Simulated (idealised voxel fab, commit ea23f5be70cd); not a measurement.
Process module name: voxel self aligned vias
The width of the displayed cross-section, cut, is 180 nm; its cells are square, with a size of 5 nm.
Each cross-section below is a grid of square cells, stated as bands in top-down order, with one or more rows of cells making up each band. Band entry format. Leading values: height of top, height of bottom, nm. Remainder: materials in left-to-right order, each with its width in nm. Special words: "full width" on a single material, which then fills the band edge to edge; "air", empty space. We count height from 0. Below that, the starting wafer is all one material. The lowest band never ends at the bottom but goes on down; see "0 nm and below" for how that is written. Read "30..40" as a graded width: first number on top, second number at the bottom, same change between each pair of neighbouring rows. No cell of the cross-section changed in a step that is given as "nothing different". Listed in "Enclosed void entries": every empty space of 8 or more cells without an open way to the top. Form: width x height at distance, the distance being from the left edge, all in nm. Step line, after settings: the simulator's comment on this step. overlay nm: where the mask lay relative to plan, measured to the right, on steps with a mask; negatives go left.

Here's what the planned process steps look like
step 1: RECEIVE with material Si
step 2: CONFORMAL_DEP with material SiO2, thk nm 10
step 3: CONFORMAL_DEP with material SiCN, thk nm 5
step 4: DIRECTIONAL_DEP with material lowk, thk nm 25
step 5: MASKED_ETCH with tone open, mask id LINES, width nm 30, pitch nm 75, etch materials lowk, depth nm 25, overlay nm 0
step 6: CONFORMAL_DEP with material TiN, thk nm 5
step 7: FILL_DEP with material Ru, thk nm 5
step 8: CMP with height nm 40
step 9: SELECTIVE_ETCH with etch materials W Ru TiN, depth nm 5
step 10: FILL_DEP with material SiN, thk nm 5
step 11: CMP with height nm 40
step 12: DIRECTIONAL_DEP with material lowk, thk nm 20
step 13: DIRECTIONAL_DEP with material aC, thk nm 15
step 14: PATTERN with tone open, mask id VIAS, material resist, width nm 50, pitch nm 75, thk nm 30, overlay nm 0
step 15: DIRECTIONAL_ETCH with etch materials aC, depth nm 15
step 16: STRIP with etch materials resist
step 17: DIRECTIONAL_ETCH with etch materials lowk, depth nm 20
step 18: DIRECTIONAL_ETCH with etch materials SiN, depth nm 5
step 19: STRIP with etch materials aC
step 20: CONFORMAL_DEP with material TiN, thk nm 5
step 21: FILL_DEP with material Ru, thk nm 5
step 22: CMP with height nm 60
step 23: CONFORMAL_DEP with material SiN, thk nm 5
The plan's step 3 thk nm is the first wafer's value; the wafers differ in this setting and start identical.

The first of several wafers, as received after step 1, seen in section
* 0 nm and below  Si full width
* Enclosed void entries: none

First of several wafers, sectioned at end of module (last step: step 23)
* 65 nm to 60 nm  SiN full width
* 60 nm to 45 nm  25 lowk; 5 TiN; 40 Ru; 5 TiN; 25 lowk; 5 TiN; 40 Ru; 5 TiN; 30 lowk
* 45 nm to 40 nm  25 lowk; 15 TiN; 20 Ru; 15 TiN; 25 lowk; 15 TiN; 20 Ru; 15 TiN; 30 lowk
* 40 nm to 35 nm  35 lowk; 30 TiN; 45 lowk; 30 TiN; 40 lowk
* 35 nm to 20 nm  35 lowk; 5 TiN; 20 Ru; 5 TiN; 45 lowk; 5 TiN; 20 Ru; 5 TiN; 40 lowk
* 20 nm to 15 nm  35 lowk; 30 TiN; 45 lowk; 30 TiN; 40 lowk
* 15 nm to 10 nm  SiCN full width
* 10 nm to 0 nm  SiO2 full width
* 0 nm and below  Si full width
* Enclosed void entries: none

Final wafer cross-section at module end
* 65 nm to 60 nm  SiN full width
* 60 nm to 45 nm  25 lowk; 5 TiN; 40 Ru; 5 TiN; 25 lowk; 5 TiN; 40 Ru; 5 TiN; 30 lowk
* 45 nm to 40 nm  25 lowk; 15 TiN; 20 Ru; 15 TiN; 25 lowk; 15 TiN; 20 Ru; 15 TiN; 30 lowk
* 40 nm to 30 nm  35 lowk; 30 TiN; 45 lowk; 30 TiN; 40 lowk
* 30 nm to 10 nm  SiCN full width
* 10 nm to 0 nm  SiO2 full width
* 0 nm and below  Si full width
* Enclosed void entries: none

Wafer rows, end of module: cells per material gained (+) or lost (-) since receipt; closed voids last
thk nm 5; +80 Ru; +36 SiCN; +36 SiN; +72 SiO2; +60 TiN; +184 lowk; Enclosed void entries: none
thk nm 10; +72 Ru; +72 SiCN; +36 SiN; +72 SiO2; +56 TiN; +160 lowk; Enclosed void entries: none
thk nm 15; +64 Ru; +108 SiCN; +36 SiN; +72 SiO2; +52 TiN; +136 lowk; Enclosed void entries: none
thk nm 20; +56 Ru; +144 SiCN; +36 SiN; +72 SiO2; +48 TiN; +112 lowk; Enclosed void entries: none
